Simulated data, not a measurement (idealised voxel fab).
process module | voxel gate over fins
cross-section cut | 195 nm wide | cells 5 nm
A cross-section is a grid of square cells, given in bands from the top down. A band is one or more rows of cells.
Each band's line starts with the height of the band's top and of its bottom, in nm. Then come its materials from left to right, each with its width in nm. One material with "throughout" fills the band from edge to edge. "air" is empty space.
Height 0 is the level under which the wafer as received is all one material. The lowest band goes on downwards, as in "0 down".
A width such as "30 to 40" changes by the same amount from each row of cells to the next, from the band's top row to its bottom row.
"no change" after a step means that no cell of the cross-section changed.
closed voids: empty space of 8 cells or more with no open way to the top, each as width x height at its distance from the left edge, in nm
after a step's settings: what the simulator itself notes on the step
overlay nm, on a step with a mask: how far to the right of its planned place the mask lay; to the left if negative
plan
1 op RECEIVE | material Si
2 op CONFORMAL_DEP | material SiN | thk nm 10
3 op PATTERN | tone cover | mask id FINS | material resist | width nm 15 | pitch nm 40 | thk nm 15 | overlay nm 0
4 op DIRECTIONAL_ETCH | etch materials SiN | depth nm 10
5 op DIRECTIONAL_ETCH | etch materials Si | depth nm 30
6 op STRIP | etch materials resist
7 op OXIDIZE | depth nm 5
8 op FILL_DEP | material SiO2 | thk nm 5
9 op CMP | height nm 10
10 op SELECTIVE_ETCH | etch materials SiO2 | depth nm 25
11 op STRIP | etch materials SiN
12 op CONFORMAL_DEP | material HfO2 | thk nm 5
13 op CONFORMAL_DEP | material TiN | thk nm 5
14 op CONFORMAL_DEP | material TiAl | thk nm 5
15 op CONFORMAL_DEP | material TiN | thk nm 5
16 op FILL_DEP | material W | thk nm 15
17 op CMP | height nm 30
18 op CONFORMAL_DEP | material SiCN | thk nm 5
first wafer, as planned
as received, after step 1
  0 down: Si throughout
  closed voids: none
after step 2
  10 to 0: SiN throughout
  below 0: unchanged
after step 3
  25 to 10: air 70 | resist 15 | air 25 | resist 15 | air 70
  below 10: unchanged
after step 4
  25 to 10: air 70 | resist 15 | air 25 | resist 15 | air 70
  10 to 0: air 70 | SiN 15 | air 25 | SiN 15 | air 70
  below 0: unchanged
after step 5
  25 to 10: air 70 | resist 15 | air 25 | resist 15 | air 70
  10 to 0: air 70 | SiN 15 | air 25 | SiN 15 | air 70
  0 to -30: air 70 | Si 15 | air 25 | Si 15 | air 70
  below -30: unchanged
after step 6
  10 to 0: air 70 | SiN 15 | air 25 | SiN 15 | air 70
  below 0: unchanged
after step 7
  10 to 0: air 70 | SiN 15 | air 25 | SiN 15 | air 70
  0 to -30: air 70 | SiO2 5 | Si 5 | SiO2 5 | air 25 | SiO2 5 | Si 5 | SiO2 5 | air 70
  -30 to -35: SiO2 75 | Si 5 | SiO2 35 | Si 5 | SiO2 75
  below -35: unchanged
after step 8
  15 to 10: SiO2 throughout
  10 to 0: SiO2 70 | SiN 15 | SiO2 25 | SiN 15 | SiO2 70
  0 to -35: SiO2 75 | Si 5 | SiO2 35 | Si 5 | SiO2 75
  below -35: unchanged
after step 9
  10 to 0: SiO2 70 | SiN 15 | SiO2 25 | SiN 15 | SiO2 70
  below 0: unchanged
after step 10
  10 to 0: air 70 | SiN 15 | air 25 | SiN 15 | air 70
  0 to -15: air 75 | Si 5 | air 35 | Si 5 | air 75
  below -15: unchanged
after step 11
  0 to -15: air 75 | Si 5 | air 35 | Si 5 | air 75
  below -15: unchanged
after step 12
  5 to 0: air 70 | HfO2 15 | air 25 | HfO2 15 | air 70
  0 to -10: air 70 | HfO2 5 | Si 5 | HfO2 5 | air 25 | HfO2 5 | Si 5 | HfO2 5 | air 70
  -10 to -15: HfO2 75 | Si 5 | HfO2 35 | Si 5 | HfO2 75
  below -15: unchanged
after step 13
  10 to 5: air 65 | TiN 25 | air 15 | TiN 25 | air 65
  5 to 0: air 65 | TiN 5 | HfO2 15 | TiN 5 | air 15 | TiN 5 | HfO2 15 | TiN 5 | air 65
  0 to -5: air 65 | TiN 5 | HfO2 5 | Si 5 | HfO2 5 | TiN 5 | air 15 | TiN 5 | HfO2 5 | Si 5 | HfO2 5 | TiN 5 | air 65
  -5 to -10: TiN 70 | HfO2 5 | Si 5 | HfO2 5 | TiN 25 | HfO2 5 | Si 5 | HfO2 5 | TiN 70
  below -10: unchanged
after step 14
  15 to 10: air 60 | TiAl 35 | air 5 | TiAl 35 | air 60
  10 to 5: air 60 | TiAl 5 | TiN 25 | TiAl 5 | air 5 | TiAl 5 | TiN 25 | TiAl 5 | air 60
  5 to 0: air 60 | TiAl 5 | TiN 5 | HfO2 15 | TiN 5 | TiAl 5 | air 5 | TiAl 5 | TiN 5 | HfO2 15 | TiN 5 | TiAl 5 | air 60
  0 to -5: TiAl 65 | TiN 5 | HfO2 5 | Si 5 | HfO2 5 | TiN 5 | TiAl 15 | TiN 5 | HfO2 5 | Si 5 | HfO2 5 | TiN 5 | TiAl 65
  below -5: unchanged
after step 15
  20 to 15: air 55 | TiN 85 | air 55
  15 to 10: air 55 | TiN 5 | TiAl 35 | TiN 5 | TiAl 35 | TiN 5 | air 55
  10 to 5: air 55 | TiN 5 | TiAl 5 | TiN 25 | TiAl 5 | TiN 5 | TiAl 5 | TiN 25 | TiAl 5 | TiN 5 | air 55
  5 to 0: TiN 60 | TiAl 5 | TiN 5 | HfO2 15 | TiN 5 | TiAl 5 | TiN 5 | TiAl 5 | TiN 5 | HfO2 15 | TiN 5 | TiAl 5 | TiN 60
  below 0: unchanged
after step 16
  35 to 20: W throughout
  20 to 15: W 55 | TiN 85 | W 55
  15 to 10: W 55 | TiN 5 | TiAl 35 | TiN 5 | TiAl 35 | TiN 5 | W 55
  10 to 5: W 55 | TiN 5 | TiAl 5 | TiN 25 | TiAl 5 | TiN 5 | TiAl 5 | TiN 25 | TiAl 5 | TiN 5 | W 55
  below 5: unchanged
after step 17
  30 to 20: W throughout
  below 20: unchanged
after step 18
  35 to 30: SiCN throughout
  below 30: unchanged
second wafer: like start, like plan, one mistake. Through step 1 it matches the first wafer
when step 2 should have ended
  10 to 0: SiCN throughout
  below 0: unchanged
when step 3 should have ended
  25 to 10: air 70 | resist 15 | air 25 | resist 15 | air 70
  below 10: unchanged
when step 4 should have ended: no change
when step 5 should have ended: no change
when step 6 should have ended
  10 to 0: SiCN throughout
  below 0: unchanged
when step 7 should have ended: no change
when step 8 should have ended
  15 to 10: SiO2 throughout
  below 10: unchanged
when step 9 should have ended
  10 to 0: SiCN throughout
  below 0: unchanged
when step 10 should have ended: no change
when step 11 should have ended: no change
when step 12 should have ended
  15 to 10: HfO2 throughout
  below 10: unchanged
when step 13 should have ended
  20 to 15: TiN throughout
  below 15: unchanged
when step 14 should have ended
  25 to 20: TiAl throughout
  below 20: unchanged
when step 15 should have ended
  30 to 25: TiN throughout
  below 25: unchanged
when step 16 should have ended
  45 to 30: W throughout
  below 30: unchanged
when step 17 should have ended
  30 to 25: TiN throughout
  below 25: unchanged
when step 18 should have ended
  35 to 30: SiCN throughout
  below 30: unchanged
what went wrong: step 2 ran as: op CONFORMAL_DEP | material SiCN | thk nm 10
at the end the second wafer has, in cells: 12 fewer of HfO2 | 259 more of Si | 78 more of SiCN | 148 fewer of SiO2 | 12 fewer of TiAl | 21 fewer of TiN | 144 fewer of W
